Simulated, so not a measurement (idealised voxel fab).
The following is a process module called voxel air gaps.
Square cells of 5 nm make up the cross-section cut, whose width is 275 nm.
Bands, listed from the top down, are how a cross-section gets written in this document; the cross-section itself is a grid of square cells, and a band is one or more rows of them.
Quick guide to a band line: top height, bottom height (nm) up front; then every material left to right with its width in nm. Only one material and it's marked "throughout"? Then it fills the band edge to edge. And "blank" just means empty space.
Height 0 is the level under which the wafer as received is all one material. The lowest band goes on downwards, as in "0 -> down".
Graded width ("30->40"): value in top row of band = first number; value in bottom row = second number; row-to-row change constant.
Step note "no change" = no cross-section cell changed.
Each empty space that has no open way to the top and spans at least 8 cells appears under "Enclosed cavity list" as width x height at distance, the distance counted from the left edge, all in nm.
Past the settings on a step's line: simulator remark, on that step.
overlay nm: mask right of planned place by this much (step with mask). Neg. = left.

THE PLANNED PROCESS STEPS ARE ENUMERATED HEREUNDER
| 1 | RECEIVE | material Si |
| 2 | CONFORMAL_DEP | material SiO2 | thk nm 10 |
| 3 | CONFORMAL_DEP | material SiCN | thk nm 5 |
| 4 | DIRECTIONAL_DEP | material SiO2 | thk nm 35 |
| 5 | PATTERN | tone open | mask id LINES | material resist | width nm 20 | pitch nm 50 | thk nm 20 | overlay nm 0 |
| 6 | DIRECTIONAL_ETCH | etch materials SiO2 | depth nm 35 |
| 7 | STRIP | etch materials resist |
| 8 | CONFORMAL_DEP | material TiN | thk nm 5 |
| 9 | FILL_DEP | material Cu | thk nm 10 |
| 10 | CMP | height nm 50 |
| 11 | EPI | material Ru | thk nm 10 |
| 12 | SELECTIVE_ETCH | etch materials SiO2 | depth nm 45 |
| 13 | CONFORMAL_DEP | material SiCN | thk nm 5 |

FIRST WAFER OF TWO (RUN AS PLANNED)

AS-RECEIVED WAFER CROSS-SECTION (AFTER STEP 1)
0 -> down | Si throughout
Enclosed cavity list: none

STATE OF THE WAFER AFTER STEP 2, SHOWN IN CROSS-SECTION
10 -> 0 | SiO2 throughout
Under 0: no change, same as before.

STATE OF THE WAFER AFTER STEP 3, SHOWN IN CROSS-SECTION
15 -> 10 | SiCN throughout
Under 10: no change, same as before.

STATE OF THE WAFER AFTER STEP 4, SHOWN IN CROSS-SECTION
50 -> 15 | SiO2 throughout
Under 15: no change, same as before.

STATE OF THE WAFER AFTER STEP 5, SHOWN IN CROSS-SECTION
70 -> 50 | resist 75 nm | blank 20 nm | resist 30 nm | blank 20 nm | resist 30 nm | blank 20 nm | resist 80 nm
Under 50: no change, same as before.

STATE OF THE WAFER AFTER STEP 6, SHOWN IN CROSS-SECTION
70 -> 50 | resist 75 nm | blank 20 nm | resist 30 nm | blank 20 nm | resist 30 nm | blank 20 nm | resist 80 nm
50 -> 15 | SiO2 75 nm | blank 20 nm | SiO2 30 nm | blank 20 nm | SiO2 30 nm | blank 20 nm | SiO2 80 nm
Under 15: no change, same as before.

STATE OF THE WAFER AFTER STEP 7, SHOWN IN CROSS-SECTION
50 -> 15 | SiO2 75 nm | blank 20 nm | SiO2 30 nm | blank 20 nm | SiO2 30 nm | blank 20 nm | SiO2 80 nm
Under 15: no change, same as before.

STATE OF THE WAFER AFTER STEP 8, SHOWN IN CROSS-SECTION
55 -> 50 | TiN 80 nm | blank 10 nm | TiN 40 nm | blank 10 nm | TiN 40 nm | blank 10 nm | TiN 85 nm
50 -> 20 | SiO2 75 nm | TiN 5 nm | blank 10 nm | TiN 5 nm | SiO2 30 nm | TiN 5 nm | blank 10 nm | TiN 5 nm | SiO2 30 nm | TiN 5 nm | blank 10 nm | TiN 5 nm | SiO2 80 nm
20 -> 15 | SiO2 75 nm | TiN 20 nm | SiO2 30 nm | TiN 20 nm | SiO2 30 nm | TiN 20 nm | SiO2 80 nm
Under 15: no change, same as before.

STATE OF THE WAFER AFTER STEP 9, SHOWN IN CROSS-SECTION
65 -> 55 | Cu throughout
55 -> 50 | TiN 80 nm | Cu 10 nm | TiN 40 nm | Cu 10 nm | TiN 40 nm | Cu 10 nm | TiN 85 nm
50 -> 20 | SiO2 75 nm | TiN 5 nm | Cu 10 nm | TiN 5 nm | SiO2 30 nm | TiN 5 nm | Cu 10 nm | TiN 5 nm | SiO2 30 nm | TiN 5 nm | Cu 10 nm | TiN 5 nm | SiO2 80 nm
Under 20: no change, same as before.

STATE OF THE WAFER AFTER STEP 10, SHOWN IN CROSS-SECTION
50 -> 20 | SiO2 75 nm | TiN 5 nm | Cu 10 nm | TiN 5 nm | SiO2 30 nm | TiN 5 nm | Cu 10 nm | TiN 5 nm | SiO2 30 nm | TiN 5 nm | Cu 10 nm | TiN 5 nm | SiO2 80 nm
Under 20: no change, same as before.

STATE OF THE WAFER AFTER STEP 11, SHOWN IN CROSS-SECTION
60 -> 50 | blank 65 nm | Ru 40 nm | blank 10 nm | Ru 40 nm | blank 10 nm | Ru 40 nm | blank 70 nm
Under 50: no change, same as before.

STATE OF THE WAFER AFTER STEP 12, SHOWN IN CROSS-SECTION
60 -> 50 | blank 65 nm | Ru 40 nm | blank 10 nm | Ru 40 nm | blank 10 nm | Ru 40 nm | blank 70 nm
50 -> 20 | blank 75 nm | TiN 5 nm | Cu 10 nm | TiN 5 nm | blank 30 nm | TiN 5 nm | Cu 10 nm | TiN 5 nm | blank 30 nm | TiN 5 nm | Cu 10 nm | TiN 5 nm | blank 80 nm
20 -> 15 | blank 75 nm | TiN 20 nm | blank 30 nm | TiN 20 nm | blank 30 nm | TiN 20 nm | blank 80 nm
Under 15: no change, same as before.

STATE OF THE WAFER AFTER STEP 13, SHOWN IN CROSS-SECTION
65 -> 60 | blank 60 nm | SiCN 150 nm | blank 65 nm
60 -> 50 | blank 60 nm | SiCN 5 nm | Ru 40 nm | SiCN 10 nm | Ru 40 nm | SiCN 10 nm | Ru 40 nm | SiCN 5 nm | blank 65 nm
50 -> 45 | blank 60 nm | SiCN 15 nm | TiN 5 nm | Cu 10 nm | TiN 5 nm | SiCN 30 nm | TiN 5 nm | Cu 10 nm | TiN 5 nm | SiCN 30 nm | TiN 5 nm | Cu 10 nm | TiN 5 nm | SiCN 15 nm | blank 65 nm
45 -> 20 | blank 70 nm | SiCN 5 nm | TiN 5 nm | Cu 10 nm | TiN 5 nm | SiCN 5 nm | blank 20 nm | SiCN 5 nm | TiN 5 nm | Cu 10 nm | TiN 5 nm | SiCN 5 nm | blank 20 nm | SiCN 5 nm | TiN 5 nm | Cu 10 nm | TiN 5 nm | SiCN 5 nm | blank 75 nm
20 -> 15 | SiCN 75 nm | TiN 20 nm | SiCN 30 nm | TiN 20 nm | SiCN 30 nm | TiN 20 nm | SiCN 80 nm
Under 15: no change, same as before.
Enclosed cavity list: 20 x 25 at 100; 20 x 25 at 150

WAFER TWO. SAME START, SAME PLAN, ONE SLIP IN EXECUTION. SAME AS WAFER ONE THROUGH STEP 2, INCLUSIVE

WHAT THE SECOND WAFER LOOKS LIKE IN CROSS-SECTION WHEN STEP 3 SHOULD HAVE WRAPPED UP
25 -> 10 | SiCN throughout
Under 10: no change, same as before.

WHAT THE SECOND WAFER LOOKS LIKE IN CROSS-SECTION WHEN STEP 4 SHOULD HAVE WRAPPED UP
60 -> 25 | SiO2 throughout
Under 25: no change, same as before.

WHAT THE SECOND WAFER LOOKS LIKE IN CROSS-SECTION WHEN STEP 5 SHOULD HAVE WRAPPED UP
80 -> 60 | resist 75 nm | blank 20 nm | resist 30 nm | blank 20 nm | resist 30 nm | blank 20 nm | resist 80 nm
Under 60: no change, same as before.

WHAT THE SECOND WAFER LOOKS LIKE IN CROSS-SECTION WHEN STEP 6 SHOULD HAVE WRAPPED UP
80 -> 60 | resist 75 nm | blank 20 nm | resist 30 nm | blank 20 nm | resist 30 nm | blank 20 nm | resist 80 nm
60 -> 25 | SiO2 75 nm | blank 20 nm | SiO2 30 nm | blank 20 nm | SiO2 30 nm | blank 20 nm | SiO2 80 nm
Under 25: no change, same as before.

WHAT THE SECOND WAFER LOOKS LIKE IN CROSS-SECTION WHEN STEP 7 SHOULD HAVE WRAPPED UP
60 -> 25 | SiO2 75 nm | blank 20 nm | SiO2 30 nm | blank 20 nm | SiO2 30 nm | blank 20 nm | SiO2 80 nm
Under 25: no change, same as before.

WHAT THE SECOND WAFER LOOKS LIKE IN CROSS-SECTION WHEN STEP 8 SHOULD HAVE WRAPPED UP
65 -> 60 | TiN 80 nm | blank 10 nm | TiN 40 nm | blank 10 nm | TiN 40 nm | blank 10 nm | TiN 85 nm
60 -> 30 | SiO2 75 nm | TiN 5 nm | blank 10 nm | TiN 5 nm | SiO2 30 nm | TiN 5 nm | blank 10 nm | TiN 5 nm | SiO2 30 nm | TiN 5 nm | blank 10 nm | TiN 5 nm | SiO2 80 nm
30 -> 25 | SiO2 75 nm | TiN 20 nm | SiO2 30 nm | TiN 20 nm | SiO2 30 nm | TiN 20 nm | SiO2 80 nm
Under 25: no change, same as before.

WHAT THE SECOND WAFER LOOKS LIKE IN CROSS-SECTION WHEN STEP 9 SHOULD HAVE WRAPPED UP
75 -> 65 | Cu throughout
65 -> 60 | TiN 80 nm | Cu 10 nm | TiN 40 nm | Cu 10 nm | TiN 40 nm | Cu 10 nm | TiN 85 nm
60 -> 30 | SiO2 75 nm | TiN 5 nm | Cu 10 nm | TiN 5 nm | SiO2 30 nm | TiN 5 nm | Cu 10 nm | TiN 5 nm | SiO2 30 nm | TiN 5 nm | Cu 10 nm | TiN 5 nm | SiO2 80 nm
Under 30: no change, same as before.

WHAT THE SECOND WAFER LOOKS LIKE IN CROSS-SECTION WHEN STEP 10 SHOULD HAVE WRAPPED UP
50 -> 30 | SiO2 75 nm | TiN 5 nm | Cu 10 nm | TiN 5 nm | SiO2 30 nm | TiN 5 nm | Cu 10 nm | TiN 5 nm | SiO2 30 nm | TiN 5 nm | Cu 10 nm | TiN 5 nm | SiO2 80 nm
Under 30: no change, same as before.

WHAT THE SECOND WAFER LOOKS LIKE IN CROSS-SECTION WHEN STEP 11 SHOULD HAVE WRAPPED UP
60 -> 50 | blank 65 nm | Ru 40 nm | blank 10 nm | Ru 40 nm | blank 10 nm | Ru 40 nm | blank 70 nm
Under 50: no change, same as before.

WHAT THE SECOND WAFER LOOKS LIKE IN CROSS-SECTION WHEN STEP 12 SHOULD HAVE WRAPPED UP
60 -> 50 | blank 65 nm | Ru 40 nm | blank 10 nm | Ru 40 nm | blank 10 nm | Ru 40 nm | blank 70 nm
50 -> 30 | blank 75 nm | TiN 5 nm | Cu 10 nm | TiN 5 nm | blank 30 nm | TiN 5 nm | Cu 10 nm | TiN 5 nm | blank 30 nm | TiN 5 nm | Cu 10 nm | TiN 5 nm | blank 80 nm
30 -> 25 | blank 75 nm | TiN 20 nm | blank 30 nm | TiN 20 nm | blank 30 nm | TiN 20 nm | blank 80 nm
Under 25: no change, same as before.

WHAT THE SECOND WAFER LOOKS LIKE IN CROSS-SECTION WHEN STEP 13 SHOULD HAVE WRAPPED UP
65 -> 60 | blank 60 nm | SiCN 150 nm | blank 65 nm
60 -> 50 | blank 60 nm | SiCN 5 nm | Ru 40 nm | SiCN 10 nm | Ru 40 nm | SiCN 10 nm | Ru 40 nm | SiCN 5 nm | blank 65 nm
50 -> 45 | blank 60 nm | SiCN 15 nm | TiN 5 nm | Cu 10 nm | TiN 5 nm | SiCN 30 nm | TiN 5 nm | Cu 10 nm | TiN 5 nm | SiCN 30 nm | TiN 5 nm | Cu 10 nm | TiN 5 nm | SiCN 15 nm | blank 65 nm
45 -> 30 | blank 70 nm | SiCN 5 nm | TiN 5 nm | Cu 10 nm | TiN 5 nm | SiCN 5 nm | blank 20 nm | SiCN 5 nm | TiN 5 nm | Cu 10 nm | TiN 5 nm | SiCN 5 nm | blank 20 nm | SiCN 5 nm | TiN 5 nm | Cu 10 nm | TiN 5 nm | SiCN 5 nm | blank 75 nm
30 -> 25 | SiCN 75 nm | TiN 20 nm | SiCN 30 nm | TiN 20 nm | SiCN 30 nm | TiN 20 nm | SiCN 80 nm
Under 25: no change, same as before.
Enclosed cavity list: 20 x 15 at 100; 20 x 15 at 150
Against the plan, the run slipped here: contrary to plan, step 3 was performed as CONFORMAL_DEP | material SiCN | thk nm 15
Cell-count delta at end, second wafer over first, by material: Cu: 12 fewer | SiCN: 98 more | TiN: 12 fewer
